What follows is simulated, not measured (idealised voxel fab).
Process module heading - voxel wiring stack
Cross-sectional view cut (width: 225 nm; square cell size: 5 nm).
Just so we're on the same page, the cross-sections are grids of square cells, and they're listed out in bands top to bottom, each band one or more rows deep.
This entry defines a band. It first specifies the height of the band's top and the height of its bottom in nm, and then specifies the band's materials from left to right, stating each material with its width in nm. The word "everywhere" identifies a single material that fills the band from edge to edge, while the word "blank" identifies empty space.
We count height from 0. Below that, the starting wafer is all one material. The lowest band never ends at the bottom but goes on down; see "0 -> down" for how that is written.
The two numbers in a width such as "30 to 40" mark its ends across the band: the first belongs to the top row of cells, the second to the bottom row, and from each row to the next the width moves by the same amount.
Where the words "nothing altered" appear for a step, the cross-section shows no cell changed by that step; every cell remained as before.
So "Closed empty spaces" is basically the list of trapped voids: any empty space of 8 cells or more that can't reach the top through an opening. They're written width x height at distance, the distance being from the left edge, and it's all nm.
What comes after the settings on a step's line is commentary from the simulator itself on that step.
The "overlay nm" setting may appear on a step's line; for a step that uses a mask, it gives how far to the right of its planned position the mask lay, and a negative value indicates the left.

## Intended process steps
| 1 | RECEIVE: material Si |
| 2 | CONFORMAL_DEP: material SiO2, thk nm 10 |
| 3 | CONFORMAL_DEP: material SiCN, thk nm 5 |
| 4 | DIRECTIONAL_DEP: material SiO2, thk nm 25 |
| 5 | MASKED_ETCH: tone open, mask id METAL_1, width nm 25, pitch nm 45, etch materials SiO2, depth nm 25, overlay nm 0 |
| 6 | MASKED_ETCH: tone open, mask id METAL_1, width nm 25, pitch nm 45, etch materials SiCN, depth nm 5, overlay nm 0 |
| 7 | CONFORMAL_DEP: material TiN, thk nm 5 |
| 8 | FILL_DEP: material Ru, thk nm 5 |
| 9 | CMP: height nm 40 |
| 10 | CONFORMAL_DEP: material SiCN, thk nm 5 |
| 11 | DIRECTIONAL_DEP: material lowk, thk nm 30 |
| 12 | PATTERN: tone open, mask id METAL_2_HOLES, material resist, width nm 15, thk nm 20, overlay nm 0 |
| 13 | DIRECTIONAL_ETCH: etch materials lowk, depth nm 30 |
| 14 | STRIP: etch materials resist |
| 15 | PATTERN: tone open, mask id METAL_2, material resist, width nm 25, pitch nm 45, thk nm 15, overlay nm 0 |
| 16 | DIRECTIONAL_ETCH: etch materials lowk, depth nm 15 |
| 17 | DIRECTIONAL_ETCH: etch materials SiCN, depth nm 5 |
| 18 | STRIP: etch materials resist |
| 19 | CONFORMAL_DEP: material TiN, thk nm 5 |
| 20 | FILL_DEP: material Cu, thk nm 5 |
| 21 | CMP: height nm 75 |
| 22 | CONFORMAL_DEP: material SiCN, thk nm 5 |
| 23 | DIRECTIONAL_DEP: material SiO2, thk nm 20 |
| 24 | PATTERN: tone open, mask id PLUG_2, material resist, width nm 15, pitch nm 45, thk nm 20, overlay nm 0 |
| 25 | DIRECTIONAL_ETCH: etch materials SiO2, depth nm 20 |
| 26 | DIRECTIONAL_ETCH: etch materials SiCN, depth nm 5 |
| 27 | STRIP: etch materials resist |
| 28 | EPI: material Ru, thk nm 10 |
| 29 | EPI: material Ru, thk nm 10 |
| 30 | EPI: material Ru, thk nm 5 |
| 31 | DIRECTIONAL_DEP: material TiN, thk nm 5 |
| 32 | DIRECTIONAL_DEP: material Ru, thk nm 20 |
| 33 | DIRECTIONAL_DEP: material aC, thk nm 15 |
| 34 | PATTERN: tone cover, mask id METAL_3, material resist, width nm 25, pitch nm 45, thk nm 30, overlay nm 0 |
| 35 | DIRECTIONAL_ETCH: etch materials aC, depth nm 15 |
| 36 | STRIP: etch materials resist |
| 37 | DIRECTIONAL_ETCH: etch materials Ru, depth nm 20 |
| 38 | DIRECTIONAL_ETCH: etch materials TiN, depth nm 5 |
| 39 | STRIP: etch materials aC |
| 40 | FILL_DEP: material SiO2, thk nm 10 |
| 41 | CMP: height nm 125 |
| 42 | CONFORMAL_DEP: material SiCN, thk nm 5 |

## Wafer at receipt (post step 1), cross-section
0 -> down | Si everywhere
Closed empty spaces: none

## Cross-section, first of two wafers, end of module, run as planned
130 -> 125 | SiCN everywhere
125 -> 105 | 75 of SiO2, then 25 of Ru, then 20 of SiO2, then 25 of Ru, then 80 of SiO2
105 -> 100 | 75 of SiO2, then 25 of TiN, then 20 of SiO2, then 25 of TiN, then 80 of SiO2
100 -> 80 | 75 of SiO2, then 15 of Ru, then 30 of SiO2, then 15 of Ru, then 90 of SiO2
80 -> 75 | 75 of SiCN, then 15 of Ru, then 30 of SiCN, then 15 of Ru, then 90 of SiCN
75 -> 65 | 75 of lowk, then 5 of TiN, then 15 of Cu, then 5 of TiN, then 20 of lowk, then 5 of TiN, then 15 of Cu, then 5 of TiN, then 80 of lowk
65 -> 60 | 75 of lowk, then 5 of TiN, then 5 of Cu, then 15 of TiN, then 20 of lowk, then 25 of TiN, then 80 of lowk
60 -> 45 | 75 of lowk, then 5 of TiN, then 5 of Cu, then 5 of TiN, then 135 of lowk
45 -> 40 | 75 of SiCN, then 15 of TiN, then 135 of SiCN
40 -> 15 | 75 of SiO2, then 5 of TiN, then 15 of Ru, then 5 of TiN, then 20 of SiO2, then 5 of TiN, then 15 of Ru, then 5 of TiN, then 80 of SiO2
15 -> 10 | 75 of SiCN, then 25 of TiN, then 20 of SiCN, then 25 of TiN, then 80 of SiCN
10 -> 0 | SiO2 everywhere
0 -> down | Si everywhere
Closed empty spaces: none

## Cross-section, second wafer: same start as the first, same plan as the first, one mistake in running it; taken at the end of the module
130 -> 125 | SiCN everywhere
125 -> 115 | 90 of SiO2, then 10 of Ru, then 35 of SiO2, then 10 of Ru, then 80 of SiO2
115 -> 105 | 75 of SiO2, then 25 of Ru, then 20 of SiO2, then 25 of Ru, then 80 of SiO2
105 -> 100 | 75 of SiO2, then 15 of Ru, then 10 of TiN, then 20 of SiO2, then 15 of Ru, then 10 of TiN, then 80 of SiO2
100 -> 95 | 75 of SiO2, then 15 of Ru, then 30 of SiO2, then 15 of Ru, then 90 of SiO2
95 -> 90 | 75 of SiO2, then 15 of TiN, then 30 of SiO2, then 15 of TiN, then 90 of SiO2
90 -> 80 | 75 of SiO2, then 15 of Ru, then 30 of SiO2, then 15 of Ru, then 90 of SiO2
80 -> 75 | 75 of SiCN, then 15 of Ru, then 30 of SiCN, then 15 of Ru, then 90 of SiCN
75 -> 65 | 75 of lowk, then 5 of TiN, then 15 of Cu, then 5 of TiN, then 20 of lowk, then 5 of TiN, then 15 of Cu, then 5 of TiN, then 80 of lowk
65 -> 60 | 75 of lowk, then 5 of TiN, then 5 of Cu, then 15 of TiN, then 20 of lowk, then 25 of TiN, then 80 of lowk
60 -> 45 | 75 of lowk, then 5 of TiN, then 5 of Cu, then 5 of TiN, then 135 of lowk
45 -> 40 | 75 of SiCN, then 15 of TiN, then 135 of SiCN
40 -> 15 | 75 of SiO2, then 5 of TiN, then 15 of Ru, then 5 of TiN, then 20 of SiO2, then 5 of TiN, then 15 of Ru, then 5 of TiN, then 80 of SiO2
15 -> 10 | 75 of SiCN, then 25 of TiN, then 20 of SiCN, then 25 of TiN, then 80 of SiCN
10 -> 0 | SiO2 everywhere
0 -> down | Si everywhere
Closed empty spaces: none
Finding, execution versus plan: which of the identical steps 28 and 29 was left out cannot be determined, but one of them was
Wrapping up, a cell-based count of both wafers puts the second over or under the first for these materials: 12 fewer of Ru, 12 more of SiO2
